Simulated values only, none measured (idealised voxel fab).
process module | voxel self aligned contacts
cross-section cut | 230 nm wide | cells 5 nm
A cross-section is a grid of square cells, given in bands from the top down. A band is one or more rows of cells.
Each band's line starts with the height of the band's top and of its bottom, in nm. Then come its materials from left to right, each with its width in nm. One material with "throughout" fills the band from edge to edge. "air" is empty space.
Height 0 is the level under which the wafer as received is all one material. The lowest band goes on downwards, as in "0 down".
A width such as "30 to 40" changes by the same amount from each row of cells to the next, from the band's top row to its bottom row.
"no change" after a step means that no cell of the cross-section changed.
closed voids: empty space of 8 cells or more with no open way to the top, each as width x height at its distance from the left edge, in nm
after a step's settings: what the simulator itself notes on the step
overlay nm, on a step with a mask: how far to the right of its planned place the mask lay; to the left if negative
plan
1 op RECEIVE | material Si
2 op OXIDIZE | depth nm 5
3 op DIRECTIONAL_DEP | material polySi | thk nm 30
4 op DIRECTIONAL_DEP | material SiN | thk nm 20
5 op MASKED_ETCH | tone cover | mask id GATE | width nm 30 | pitch nm 75 | etch materials SiN | depth nm 20 | overlay nm 0
6 op MASKED_ETCH | tone cover | mask id GATE | width nm 30 | pitch nm 75 | etch materials polySi | depth nm 30 | overlay nm 0
7 op CONFORMAL_DEP | material SiN | thk nm 10
8 op DIRECTIONAL_ETCH | etch materials SiN | depth nm 10
9 op FILL_DEP | material SiO2 | thk nm 15
10 op CMP | height nm 55
11 op DIRECTIONAL_DEP | material aC | thk nm 15
12 op PATTERN | tone open | mask id CONTACT | material resist | width nm 55 | pitch nm 75 | thk nm 35 | overlay nm 0
13 op DIRECTIONAL_ETCH | etch materials aC | depth nm 15
14 op STRIP | etch materials resist
15 op DIRECTIONAL_ETCH | etch materials SiO2 | depth nm 60
16 op STRIP | etch materials aC
17 op CONFORMAL_DEP | material TiN | thk nm 5
18 op FILL_DEP | material Ru | thk nm 5
19 op CMP | height nm 55
20 op CONFORMAL_DEP | material SiCN | thk nm 5
as received, after step 1
  0 down: Si throughout
  closed voids: none
first wafer at the end, as planned
  60 to 55: SiCN throughout
  55 to 50: SiO2 50 | TiN 20 | Ru 15 | TiN 20 | SiO2 20 | TiN 20 | Ru 15 | TiN 20 | SiO2 50
  50 to 30: SiO2 15 | SiN 50 | TiN 5 | Ru 15 | TiN 5 | SiN 50 | TiN 5 | Ru 15 | TiN 5 | SiN 50 | SiO2 15
  30 to 0: SiO2 15 | SiN 10 | polySi 30 | SiN 10 | TiN 5 | Ru 15 | TiN 5 | SiN 10 | polySi 30 | SiN 10 | TiN 5 | Ru 15 | TiN 5 | SiN 10 | polySi 30 | SiN 10 | SiO2 15
  0 to -5: SiO2 65 | TiN 25 | SiO2 50 | TiN 25 | SiO2 65
  -5 down: Si throughout
  closed voids: none
second wafer at the end: like start, like plan, one mistake
  60 to 55: SiCN throughout
  55 to 50: SiO2 50 | TiN 20 | Ru 15 | TiN 20 | SiO2 20 | TiN 20 | Ru 15 | TiN 20 | SiO2 50
  50 to 30: SiO2 15 | SiN 50 | TiN 5 | Ru 15 | TiN 5 | SiN 50 | TiN 5 | Ru 15 | TiN 5 | SiN 50 | SiO2 15
  30 to 0: SiO2 65 | TiN 5 | Ru 15 | TiN 5 | SiO2 50 | TiN 5 | Ru 15 | TiN 5 | SiO2 65
  0 to -5: SiO2 65 | TiN 25 | SiO2 50 | TiN 25 | SiO2 65
  -5 down: Si throughout
  closed voids: none
what went wrong: step 3 ran as: op DIRECTIONAL_DEP | material SiO2 | thk nm 30
at the end the second wafer has, in cells: 72 fewer of SiN | 180 more of SiO2 | 108 fewer of polySi
